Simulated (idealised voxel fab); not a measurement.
This is a process module. Its name is voxel transistor to metal.
Cross-sectional view cut (width: 195 nm; square cell size: 5 nm).
Cross-sections here: square-cell grids, written as top-down lists of bands, a band being one or more rows of cells.
This entry defines a band. It first specifies the height of the band's top and the height of its bottom in nm, and then specifies the band's materials from left to right, stating each material with its width in nm. The word "everywhere" identifies a single material that fills the band from edge to edge, while the word "blank" identifies empty space.
Height 0 is the level under which the wafer as received is all one material. The lowest band goes on downwards, as in "0..down".
Top row gets the first number, bottom row gets the second, and each row in between changes by the same step: that is how a band width like "30..40" works.
Step marked "no change"? Then no cell in the cross-section changed in it.
"Trapped voids": sealed empty spaces, 8 cells or more, no open way to top, listed width x height at distance, with distance from the left edge and width, height and distance in nm.
On a step's line, text after the settings is the simulator commenting on that step.
For masked steps, "overlay nm" on the step line gives how far right of plan the mask actually lay; a minus sign means it lay to the left.

These are the steps we planned for the process
1,op RECEIVE | material Si
2,op CONFORMAL_DEP | material SiO2 | thk nm 5
3,op CONFORMAL_DEP | material SiN | thk nm 15
4,op DIRECTIONAL_DEP | material aC | thk nm 15
5,op PATTERN | tone cover | mask id ACTIVE | material resist | width nm 95 | thk nm 30 | overlay nm 0
6,op DIRECTIONAL_ETCH | etch materials aC | depth nm 15
7,op STRIP | etch materials resist
8,op DIRECTIONAL_ETCH | etch materials SiN | depth nm 15
9,op DIRECTIONAL_ETCH | etch materials SiO2 | depth nm 5
10,op DIRECTIONAL_ETCH | etch materials Si | depth nm 25
11,op STRIP | etch materials aC
12,op OXIDIZE | depth nm 5
13,op FILL_DEP | material SiO2 | thk nm 10
14,op CMP | height nm 20
15,op SELECTIVE_ETCH | etch materials SiO2 | depth nm 15
16,op STRIP | etch materials SiN
17,op SELECTIVE_ETCH | etch materials SiO2 | depth nm 5
18,op OXIDIZE | depth nm 5
19,op DIRECTIONAL_DEP | material polySi | thk nm 30
20,op DIRECTIONAL_DEP | material SiCN | thk nm 10
21,op MASKED_ETCH | tone cover | mask id GATE | width nm 25 | etch materials SiCN | depth nm 20 | overlay nm 0
22,op MASKED_ETCH | tone cover | mask id GATE | width nm 25 | etch materials polySi | depth nm 40 | overlay nm 0
23,op CONFORMAL_DEP | material SiO2 | thk nm 5
24,op DIRECTIONAL_ETCH | etch materials SiO2 | depth nm 5
25,op CONFORMAL_DEP | material SiN | thk nm 10
26,op DIRECTIONAL_ETCH | etch materials SiN | depth nm 10
27,op DIRECTIONAL_ETCH | etch materials SiO2 | depth nm 5
28,op DIRECTIONAL_ETCH | etch materials Si | depth nm 10
29,op EPI | material SiGe | thk nm 10
30,op FILL_DEP | material SiO2 | thk nm 5
31,op CMP | height nm 40
32,op DIRECTIONAL_DEP | material SiO2 | thk nm 15
33,op DIRECTIONAL_DEP | material aC | thk nm 10
34,op PATTERN | tone open | mask id CONTACT | material resist | width nm 15 | pitch nm 70 | thk nm 25 | overlay nm 0
35,op DIRECTIONAL_ETCH | etch materials aC | depth nm 10
36,op STRIP | etch materials resist
37,op DIRECTIONAL_ETCH | etch materials SiO2 | depth nm 60
38,op STRIP | etch materials aC
39,op CONFORMAL_DEP | material TiN | thk nm 5
40,op FILL_DEP | material Ru | thk nm 5
41,op CMP | height nm 55
42,op CONFORMAL_DEP | material SiN | thk nm 5
43,op DIRECTIONAL_DEP | material lowk | thk nm 20
44,op PATTERN | tone open | mask id METAL_1 | material resist | width nm 15 | pitch nm 70 | thk nm 20 | overlay nm 0
45,op DIRECTIONAL_ETCH | etch materials lowk | depth nm 20
46,op DIRECTIONAL_ETCH | etch materials SiN | depth nm 5
47,op STRIP | etch materials resist
48,op CONFORMAL_DEP | material TiN | thk nm 5
49,op FILL_DEP | material W | thk nm 10
50,op CMP | height nm 80
51,op CONFORMAL_DEP | material SiCN | thk nm 5
52,op DIRECTIONAL_DEP | material lowk | thk nm 35
53,op PATTERN | tone open | mask id METAL_2 | material resist | width nm 15 | pitch nm 70 | thk nm 15 | overlay nm 0
54,op DIRECTIONAL_ETCH | etch materials lowk | depth nm 20
55,op STRIP | etch materials resist
56,op PATTERN | tone open | mask id METAL_2_HOLES | material resist | width nm 15 | pitch nm 70 | thk nm 20 | overlay nm 0
57,op DIRECTIONAL_ETCH | etch materials lowk | depth nm 15
58,op DIRECTIONAL_ETCH | etch materials SiCN | depth nm 5
59,op STRIP | etch materials resist
60,op CONFORMAL_DEP | material TiN | thk nm 5
61,op FILL_DEP | material Cu | thk nm 5
62,op CMP | height nm 120
63,op CONFORMAL_DEP | material SiCN | thk nm 5

Wafer at receipt (post step 1), cross-section
* 0..down | Si everywhere
* Trapped voids: none

Looking at the first of two wafers in cross-section at end of module - ran to plan
* 125..120 | SiCN everywhere
* 120..85 | 55 of lowk, 5 of TiN, 5 of Cu, 5 of TiN, 55 of lowk, 5 of TiN, 5 of Cu, 5 of TiN, 55 of lowk
* 85..80 | 55 of SiCN, 15 of TiN, 55 of SiCN, 15 of TiN, 55 of SiCN
* 80..60 | 55 of lowk, 5 of TiN, 5 of W, 5 of TiN, 55 of lowk, 5 of TiN, 5 of W, 5 of TiN, 55 of lowk
* 60..55 | 55 of SiN, 15 of TiN, 55 of SiN, 15 of TiN, 55 of SiN
* 55..40 | 55 of SiO2, 5 of TiN, 5 of Ru, 5 of TiN, 55 of SiO2, 5 of TiN, 5 of Ru, 5 of TiN, 55 of SiO2
* 40..30 | 55 of SiO2, 5 of TiN, 5 of Ru, 5 of TiN, 10 of SiN, 5 of SiO2, 25 of SiCN, 5 of SiO2, 10 of SiN, 5 of TiN, 5 of Ru, 5 of TiN, 55 of SiO2
* 30..10 | 55 of SiO2, 5 of TiN, 5 of Ru, 5 of TiN, 10 of SiN, 5 of SiO2, 25 of polySi, 5 of SiO2, 10 of SiN, 5 of TiN, 5 of Ru, 5 of TiN, 55 of SiO2
* 10..5 | 55 of SiO2, 15 of TiN, 10 of SiN, 5 of SiO2, 25 of polySi, 5 of SiO2, 10 of SiN, 15 of TiN, 55 of SiO2
* 5..0 | 55 of SiO2, 5 of TiN, 10 of SiGe, 10 of SiN, 5 of SiO2, 25 of polySi, 5 of SiO2, 10 of SiN, 10 of SiGe, 5 of TiN, 55 of SiO2
* 0..-5 | 55 of SiO2, 5 of TiN, 10 of SiGe, 55 of SiO2, 10 of SiGe, 5 of TiN, 55 of SiO2
* -5..-15 | 55 of SiO2, 15 of SiGe, 55 of Si, 15 of SiGe, 55 of SiO2
* -15..-30 | 55 of SiO2, 85 of Si, 55 of SiO2
* -30..down | Si everywhere
* Trapped voids: none

Cross-section of the latter of the two wafers at module completion. It had an identical start and an identical plan to the former; in running it, one mistake was made
* 125..120 | SiCN everywhere
* 120..85 | 55 of lowk, 5 of TiN, 5 of Cu, 5 of TiN, 55 of lowk, 5 of TiN, 5 of Cu, 5 of TiN, 55 of lowk
* 85..80 | 55 of SiCN, 15 of TiN, 55 of SiCN, 15 of TiN, 55 of SiCN
* 80..60 | 55 of lowk, 5 of TiN, 5 of W, 5 of TiN, 55 of lowk, 5 of TiN, 5 of W, 5 of TiN, 55 of lowk
* 60..55 | 55 of SiN, 15 of TiN, 55 of SiN, 15 of TiN, 55 of SiN
* 55..40 | 55 of SiO2, 5 of TiN, 5 of Ru, 5 of TiN, 55 of SiO2, 5 of TiN, 5 of Ru, 5 of TiN, 55 of SiO2
* 40..30 | 55 of SiO2, 5 of TiN, 5 of Ru, 5 of TiN, 10 of SiN, 5 of SiO2, 25 of SiCN, 5 of SiO2, 10 of SiN, 5 of TiN, 5 of Ru, 5 of TiN, 55 of SiO2
* 30..10 | 55 of SiO2, 5 of TiN, 5 of Ru, 5 of TiN, 10 of SiN, 5 of SiO2, 25 of polySi, 5 of SiO2, 10 of SiN, 5 of TiN, 5 of Ru, 5 of TiN, 55 of SiO2
* 10..5 | 55 of SiO2, 15 of TiN, 10 of SiN, 5 of SiO2, 25 of polySi, 5 of SiO2, 10 of SiN, 15 of TiN, 55 of SiO2
* 5..0 | 55 of SiO2, 5 of TiN, 10 of SiGe, 10 of SiN, 5 of SiO2, 25 of polySi, 5 of SiO2, 10 of SiN, 10 of SiGe, 5 of TiN, 55 of SiO2
* 0..-5 | 55 of SiO2, 5 of TiN, 10 of SiGe, 55 of SiO2, 10 of SiGe, 5 of TiN, 55 of SiO2
* -5..-15 | 60 of SiO2, 10 of SiGe, 55 of Si, 15 of SiGe, 55 of SiO2
* -15..-30 | 60 of SiO2, 80 of Si, 55 of SiO2
* -30..down | Si everywhere
* Trapped voids: none
Short version of what went wrong: in deviation from the planned setting, step 5 was conducted as op PATTERN | tone cover | mask id ACTIVE | material resist | width nm 90 | thk nm 30 | overlay nm 0
Count the cells at the end and the second wafer has more or fewer of some materials than the first: -3 Si, -2 SiGe, +5 SiO2
